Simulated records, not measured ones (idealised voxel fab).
Process module in this document: voxel ribs on slabs
It is cross-section cut that appears here, measuring 265 nm in width, its square cells being 5 nm in size.
A cross-section is written here as square cells arranged in a grid, and it is given in bands from the top down, each band taking up one or more rows of cells.
The entry gives the band's vertical extent as a top height and a bottom height in nm, then its horizontal make-up as materials from left to right, each with a width in nm. "blank" stands for empty space; a single material marked "everywhere" fills the band edge to edge.
Where do heights start? At 0: under that level the wafer as delivered is made of one material only. And the lowest band has no floor; it just carries on downward, as in "top 0, no bottom".
The width entry "30..40" should be interpreted row by row: the top row of cells in the band takes the first number, the bottom row takes the second number, and the change between adjacent rows is uniform throughout.
For the purposes of this document, the phrase "stayed the same" attached to a step denotes that no cell within the cross-section was modified by that step.
"Voids, enclosed": sealed empty spaces, 8 cells or more, no open way to top, listed width x height at distance, with distance from the left edge and width, height and distance in nm.
Read whatever lies past the settings on a step's line as the simulator's own remark about the step.
overlay nm: right-of-plan distance of the mask on a masked step; negative values mean left-of-plan.

**Process steps foreseen in the plan**
1) RECEIVE [material Si]
2) DIRECTIONAL_DEP [material SiO2] [thk nm 30]
3) DIRECTIONAL_DEP [material SiN] [thk nm 25]
4) PATTERN [tone cover] [mask id RIB] [material resist] [width nm 20] [thk nm 15] [overlay nm 0]
5) DIRECTIONAL_ETCH [etch materials SiN] [depth nm 15]
6) STRIP [etch materials resist]
7) PATTERN [tone cover] [mask id SLAB] [material resist] [width nm 70] [thk nm 20] [overlay nm 0]
8) DIRECTIONAL_ETCH [etch materials SiN] [depth nm 10]
9) STRIP [etch materials resist]
10) FILL_DEP [material SiO2] [thk nm 15]
11) CMP [height nm 65]
12) DIRECTIONAL_DEP [material W] [thk nm 5]
13) PATTERN [tone cover] [mask id HEATER] [material resist] [width nm 30] [thk nm 15] [overlay nm 0]
14) DIRECTIONAL_ETCH [etch materials W] [depth nm 5]
15) STRIP [etch materials resist]
16) CONFORMAL_DEP [material SiO2] [thk nm 10]

**As-received wafer cross-section (after step 1)**
top 0, no bottom  Si everywhere
Voids, enclosed: none

**Final wafer profile in cross-section after the module, from the same start and plan as above, with one mistake made during processing**
top 80, bottom 75  blank: 105  SiO2: 50  blank: 110
top 75, bottom 70  SiO2 everywhere
top 70, bottom 65  SiO2: 115  W: 30  SiO2: 120
top 65, bottom 25  SiO2 everywhere
top 25, bottom 0  SiN everywhere
top 0, no bottom  Si everywhere
Voids, enclosed: none
What went wrong in running the wafer? steps 2 and 3 got flipped, so each one ran where the other should have
